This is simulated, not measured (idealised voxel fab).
process module | voxel self aligned contacts
cross-section cut | 235 nm wide | cells 5 nm
A cross-section is a grid of square cells, given in bands from the top down. A band is one or more rows of cells.
Each band's line starts with the height of the band's top and of its bottom, in nm. Then come its materials from left to right, each with its width in nm. One material with "throughout" fills the band from edge to edge. "air" is empty space.
Height 0 is the level under which the wafer as received is all one material. The lowest band goes on downwards, as in "0 down".
A width such as "30 to 40" changes by the same amount from each row of cells to the next, from the band's top row to its bottom row.
"no change" after a step means that no cell of the cross-section changed.
closed voids: empty space of 8 cells or more with no open way to the top, each as width x height at its distance from the left edge, in nm
after a step's settings: what the simulator itself notes on the step
overlay nm, on a step with a mask: how far to the right of its planned place the mask lay; to the left if negative
plan
1 op RECEIVE | material Si
2 op CONFORMAL_DEP | material SiO2 | thk nm 5
3 op DIRECTIONAL_DEP | material polySi | thk nm 20
4 op DIRECTIONAL_DEP | material SiN | thk nm 25
5 op MASKED_ETCH | tone cover | mask id GATE | width nm 25 | pitch nm 65 | etch materials SiN | depth nm 25 | overlay nm 0
6 op MASKED_ETCH | tone cover | mask id GATE | width nm 25 | pitch nm 65 | etch materials polySi | depth nm 20 | overlay nm 0
7 op CONFORMAL_DEP | material SiN | thk nm 10
8 op DIRECTIONAL_ETCH | etch materials SiN | depth nm 10
9 op FILL_DEP | material SiO2 | thk nm 15
10 op CMP | height nm 60
11 op PATTERN | tone open | mask id CONTACT | material resist | width nm 50 | pitch nm 65 | thk nm 20 | overlay nm 0
12 op DIRECTIONAL_ETCH | etch materials SiO2 | depth nm 60
13 op STRIP | etch materials resist
14 op CONFORMAL_DEP | material TiN | thk nm 5
15 op FILL_DEP | material Ru | thk nm 10
16 op CMP | height nm 60
17 op CONFORMAL_DEP | material SiCN | thk nm 5
first wafer, as planned
as received, after step 1
  0 down: Si throughout
  closed voids: none
after step 2
  5 to 0: SiO2 throughout
  below 0: unchanged
after step 3
  25 to 5: polySi throughout
  below 5: unchanged
after step 4
  50 to 25: SiN throughout
  below 25: unchanged
after step 5
  50 to 25: air 40 | SiN 25 | air 40 | SiN 25 | air 40 | SiN 25 | air 40
  below 25: unchanged
after step 6
  50 to 25: air 40 | SiN 25 | air 40 | SiN 25 | air 40 | SiN 25 | air 40
  25 to 5: air 40 | polySi 25 | air 40 | polySi 25 | air 40 | polySi 25 | air 40
  below 5: unchanged
after step 7
  60 to 25: air 30 | SiN 45 | air 20 | SiN 45 | air 20 | SiN 45 | air 30
  25 to 15: air 30 | SiN 10 | polySi 25 | SiN 10 | air 20 | SiN 10 | polySi 25 | SiN 10 | air 20 | SiN 10 | polySi 25 | SiN 10 | air 30
  15 to 5: SiN 40 | polySi 25 | SiN 40 | polySi 25 | SiN 40 | polySi 25 | SiN 40
  below 5: unchanged
after step 8
  50 to 25: air 30 | SiN 45 | air 20 | SiN 45 | air 20 | SiN 45 | air 30
  25 to 5: air 30 | SiN 10 | polySi 25 | SiN 10 | air 20 | SiN 10 | polySi 25 | SiN 10 | air 20 | SiN 10 | polySi 25 | SiN 10 | air 30
  below 5: unchanged
after step 9
  65 to 50: SiO2 throughout
  50 to 25: SiO2 30 | SiN 45 | SiO2 20 | SiN 45 | SiO2 20 | SiN 45 | SiO2 30
  25 to 5: SiO2 30 | SiN 10 | polySi 25 | SiN 10 | SiO2 20 | SiN 10 | polySi 25 | SiN 10 | SiO2 20 | SiN 10 | polySi 25 | SiN 10 | SiO2 30
  below 5: unchanged
after step 10
  60 to 50: SiO2 throughout
  below 50: unchanged
after step 11
  80 to 60: resist 60 | air 50 | resist 15 | air 50 | resist 60
  below 60: unchanged
after step 12
  80 to 60: resist 60 | air 50 | resist 15 | air 50 | resist 60
  60 to 50: SiO2 60 | air 50 | SiO2 15 | air 50 | SiO2 60
  50 to 25: SiO2 30 | SiN 45 | air 20 | SiN 45 | air 20 | SiN 45 | SiO2 30
  25 to 5: SiO2 30 | SiN 10 | polySi 25 | SiN 10 | air 20 | SiN 10 | polySi 25 | SiN 10 | air 20 | SiN 10 | polySi 25 | SiN 10 | SiO2 30
  5 to 0: SiO2 75 | air 20 | SiO2 45 | air 20 | SiO2 75
  below 0: unchanged
after step 13
  60 to 50: SiO2 60 | air 50 | SiO2 15 | air 50 | SiO2 60
  below 50: unchanged
after step 14
  65 to 60: TiN 65 | air 40 | TiN 25 | air 40 | TiN 65
  60 to 50: SiO2 60 | TiN 5 to 20 | air 40 to 10 | TiN 5 to 20 | SiO2 15 | TiN 5 to 20 | air 40 to 10 | TiN 5 to 20 | SiO2 60
  50 to 25: SiO2 30 | SiN 45 | TiN 5 | air 10 | TiN 5 | SiN 45 | TiN 5 | air 10 | TiN 5 | SiN 45 | SiO2 30
  25 to 5: SiO2 30 | SiN 10 | polySi 25 | SiN 10 | TiN 5 | air 10 | TiN 5 | SiN 10 | polySi 25 | SiN 10 | TiN 5 | air 10 | TiN 5 | SiN 10 | polySi 25 | SiN 10 | SiO2 30
  5 to 0: SiO2 75 | TiN 20 | SiO2 45 | TiN 20 | SiO2 75
  below 0: unchanged
after step 15
  75 to 65: Ru throughout
  65 to 60: TiN 65 | Ru 40 | TiN 25 | Ru 40 | TiN 65
  60 to 50: SiO2 60 | TiN 5 to 20 | Ru 40 to 10 | TiN 5 to 20 | SiO2 15 | TiN 5 to 20 | Ru 40 to 10 | TiN 5 to 20 | SiO2 60
  50 to 25: SiO2 30 | SiN 45 | TiN 5 | Ru 10 | TiN 5 | SiN 45 | TiN 5 | Ru 10 | TiN 5 | SiN 45 | SiO2 30
  25 to 5: SiO2 30 | SiN 10 | polySi 25 | SiN 10 | TiN 5 | Ru 10 | TiN 5 | SiN 10 | polySi 25 | SiN 10 | TiN 5 | Ru 10 | TiN 5 | SiN 10 | polySi 25 | SiN 10 | SiO2 30
  below 5: unchanged
after step 16
  60 to 50: SiO2 60 | TiN 5 to 20 | Ru 40 to 10 | TiN 5 to 20 | SiO2 15 | TiN 5 to 20 | Ru 40 to 10 | TiN 5 to 20 | SiO2 60
  below 50: unchanged
after step 17
  65 to 60: SiCN throughout
  below 60: unchanged
second wafer: like start, like plan, one mistake. Through step 5 it matches the first wafer
when step 6 should have ended
  50 to 25: air 40 | SiN 25 | air 40 | SiN 25 | air 40 | SiN 25 | air 40
  25 to 5: air 30 | polySi 35 | air 30 | polySi 35 | air 30 | polySi 35 | air 40
  below 5: unchanged
when step 7 should have ended
  60 to 35: air 30 | SiN 45 | air 20 | SiN 45 | air 20 | SiN 45 | air 30
  35 to 25: air 20 | SiN 55 | air 10 | SiN 55 | air 10 | SiN 55 | air 30
  25 to 15: air 20 | SiN 10 | polySi 35 | SiN 10 | air 10 | SiN 10 | polySi 35 | SiN 10 | air 10 | SiN 10 | polySi 35 | SiN 10 | air 30
  15 to 5: SiN 30 | polySi 35 | SiN 30 | polySi 35 | SiN 30 | polySi 35 | SiN 40
  below 5: unchanged
when step 8 should have ended
  50 to 25: air 30 | SiN 45 | air 20 | SiN 45 | air 20 | SiN 45 | air 30
  25 to 5: air 20 | SiN 10 | polySi 35 | SiN 10 | air 10 | SiN 10 | polySi 35 | SiN 10 | air 10 | SiN 10 | polySi 35 | SiN 10 | air 30
  below 5: unchanged
when step 9 should have ended
  65 to 50: SiO2 throughout
  50 to 25: SiO2 30 | SiN 45 | SiO2 20 | SiN 45 | SiO2 20 | SiN 45 | SiO2 30
  25 to 5: SiO2 20 | SiN 10 | polySi 35 | SiN 10 | SiO2 10 | SiN 10 | polySi 35 | SiN 10 | SiO2 10 | SiN 10 | polySi 35 | SiN 10 | SiO2 30
  below 5: unchanged
when step 10 should have ended
  60 to 50: SiO2 throughout
  below 50: unchanged
when step 11 should have ended
  80 to 60: resist 60 | air 50 | resist 15 | air 50 | resist 60
  below 60: unchanged
when step 12 should have ended
  80 to 60: resist 60 | air 50 | resist 15 | air 50 | resist 60
  60 to 50: SiO2 60 | air 50 | SiO2 15 | air 50 | SiO2 60
  50 to 25: SiO2 30 | SiN 45 | air 20 | SiN 45 | air 20 | SiN 45 | SiO2 30
  25 to 5: SiO2 20 | SiN 10 | polySi 35 | SiN 10 | air 10 | SiN 10 | polySi 35 | SiN 10 | air 10 | SiN 10 | polySi 35 | SiN 10 | SiO2 30
  5 to 0: SiO2 75 | air 10 | SiO2 55 | air 10 | SiO2 85
  below 0: unchanged
when step 13 should have ended
  60 to 50: SiO2 60 | air 50 | SiO2 15 | air 50 | SiO2 60
  below 50: unchanged
when step 14 should have ended
  65 to 60: TiN 65 | air 40 | TiN 25 | air 40 | TiN 65
  60 to 50: SiO2 60 | TiN 5 to 20 | air 40 to 10 | TiN 5 to 20 | SiO2 15 | TiN 5 to 20 | air 40 to 10 | TiN 5 to 20 | SiO2 60
  50 to 30: SiO2 30 | SiN 45 | TiN 5 | air 10 | TiN 5 | SiN 45 | TiN 5 | air 10 | TiN 5 | SiN 45 | SiO2 30
  30 to 25: SiO2 30 | SiN 45 | TiN 20 | SiN 45 | TiN 20 | SiN 45 | SiO2 30
  25 to 5: SiO2 20 | SiN 10 | polySi 35 | SiN 10 | TiN 10 | SiN 10 | polySi 35 | SiN 10 | TiN 10 | SiN 10 | polySi 35 | SiN 10 | SiO2 30
  5 to 0: SiO2 75 | TiN 10 | SiO2 55 | TiN 10 | SiO2 85
  below 0: unchanged
when step 15 should have ended
  75 to 65: Ru throughout
  65 to 60: TiN 65 | Ru 40 | TiN 25 | Ru 40 | TiN 65
  60 to 50: SiO2 60 | TiN 5 to 20 | Ru 40 to 10 | TiN 5 to 20 | SiO2 15 | TiN 5 to 20 | Ru 40 to 10 | TiN 5 to 20 | SiO2 60
  50 to 30: SiO2 30 | SiN 45 | TiN 5 | Ru 10 | TiN 5 | SiN 45 | TiN 5 | Ru 10 | TiN 5 | SiN 45 | SiO2 30
  below 30: unchanged
when step 16 should have ended
  60 to 50: SiO2 60 | TiN 5 to 20 | Ru 40 to 10 | TiN 5 to 20 | SiO2 15 | TiN 5 to 20 | Ru 40 to 10 | TiN 5 to 20 | SiO2 60
  below 50: unchanged
when step 17 should have ended
  65 to 60: SiCN throughout
  below 60: unchanged
what went wrong: step 6 ran as: op MASKED_ETCH | tone cover | mask id GATE | width nm 25 | pitch nm 65 | etch materials polySi | depth nm 20 | overlay nm -10
at the end the second wafer has, in cells: 20 fewer of Ru | 4 fewer of SiO2 | 24 more of polySi
